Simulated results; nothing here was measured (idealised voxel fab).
process module | voxel ribs on slabs
Cross-section cut: width 140 nm, square cells of 5 nm.
Format of a cross-section: grid, square cells. Given as bands. Order: top down. Band: one or more rows of cells.
Read a band's entry like this: the first values are the height of its top and the height of its bottom in nm, and what follows is the sequence of materials from left to right, each with its width in nm. Note that "empty" is empty space, and that a single material marked "everywhere" reaches across the band from edge to edge.
Heights are measured from 0, the level below which the as-received wafer is all one material; the lowest band has no bottom and continues downward, written as in "0..down".
The notation "30..40" denotes a width that varies across the rows of cells in the band, beginning at the first number in the top row, finishing at the second number in the bottom row, and changing by an identical amount from each row to the next.
You'll sometimes find "no modifications" written for a step, and that's the way of saying that nowhere in the cross-section did a cell change during that step.
The list in "Enclosed void list" covers empty spaces of 8 cells or more that cannot reach the top through any open way, and it gives each as width x height at distance; the distance is from the left edge, and width, height and distance are in nm.
What comes after the settings on a step's line is commentary from the simulator itself on that step.
When a step includes a mask, the "overlay nm" setting on its line states how far to the right of its planned place that mask lay, and negative values state how far to the left.
-- Listed below are the process steps as planned
- 1: RECEIVE: material Si
- 2: DIRECTIONAL_DEP: material SiO2, thk nm 30
- 3: DIRECTIONAL_DEP: material polySi, thk nm 15
- 4: MASKED_ETCH: tone cover, mask id RIB, width nm 30, etch materials polySi, depth nm 5, overlay nm 0
- 5: PATTERN: tone cover, mask id SLAB, material resist, width nm 90, thk nm 15, overlay nm -10
- 6: DIRECTIONAL_ETCH: etch materials polySi, depth nm 10
- 7: STRIP: etch materials resist
- 8: FILL_DEP: material SiO2, thk nm 30
- 9: CMP: height nm 65
- 10: DIRECTIONAL_DEP: material W, thk nm 10
- 11: PATTERN: tone cover, mask id HEATER, material resist, width nm 40, thk nm 15, overlay nm 0
- 12: DIRECTIONAL_ETCH: etch materials W, depth nm 10
- 13: STRIP: etch materials resist
- 14: CONFORMAL_DEP: material SiO2, thk nm 10
Be aware that, although all wafers share a common starting state, the overlay nm at step 5 differs among them, and the plan displays the first wafer's value.
-- Received condition of the first of several wafers, sectioned: post-step 1
	0..down: Si everywhere
	Enclosed void list: none
-- Cross-section, first of several wafers, end of module, after last step 14
	85..75: 40 nm empty; 60 nm SiO2; 40 nm empty
	75..65: 50 nm SiO2; 40 nm W; 50 nm SiO2
	65..45: SiO2 everywhere
	45..40: 55 nm SiO2; 30 nm polySi; 55 nm SiO2
	40..30: 15 nm SiO2; 90 nm polySi; 35 nm SiO2
	30..0: SiO2 everywhere
	0..down: Si everywhere
	Enclosed void list: none
-- Last wafer of the set, cross-sectioned at end of module
	85..75: 40 nm empty; 60 nm SiO2; 40 nm empty
	75..65: 50 nm SiO2; 40 nm W; 50 nm SiO2
	65..45: SiO2 everywhere
	45..40: 55 nm SiO2; 30 nm polySi; 55 nm SiO2
	40..30: 35 nm SiO2; 90 nm polySi; 15 nm SiO2
	30..0: SiO2 everywhere
	0..down: Si everywhere
	Enclosed void list: none
-- The rows of the table below are wafers. Looking at the end of the module, a row counts, for every material, the cells the wafer has gained, shown as (+), or lost, shown as (-), since it was received; its closed voids come next
overlay nm -10; +386 SiO2; +16 W; +42 polySi; Enclosed void list: none
overlay nm -5; +386 SiO2; +16 W; +42 polySi; Enclosed void list: none
overlay nm 0; +386 SiO2; +16 W; +42 polySi; Enclosed void list: none
overlay nm 5; +386 SiO2; +16 W; +42 polySi; Enclosed void list: none
overlay nm 10; +386 SiO2; +16 W; +42 polySi; Enclosed void list: none
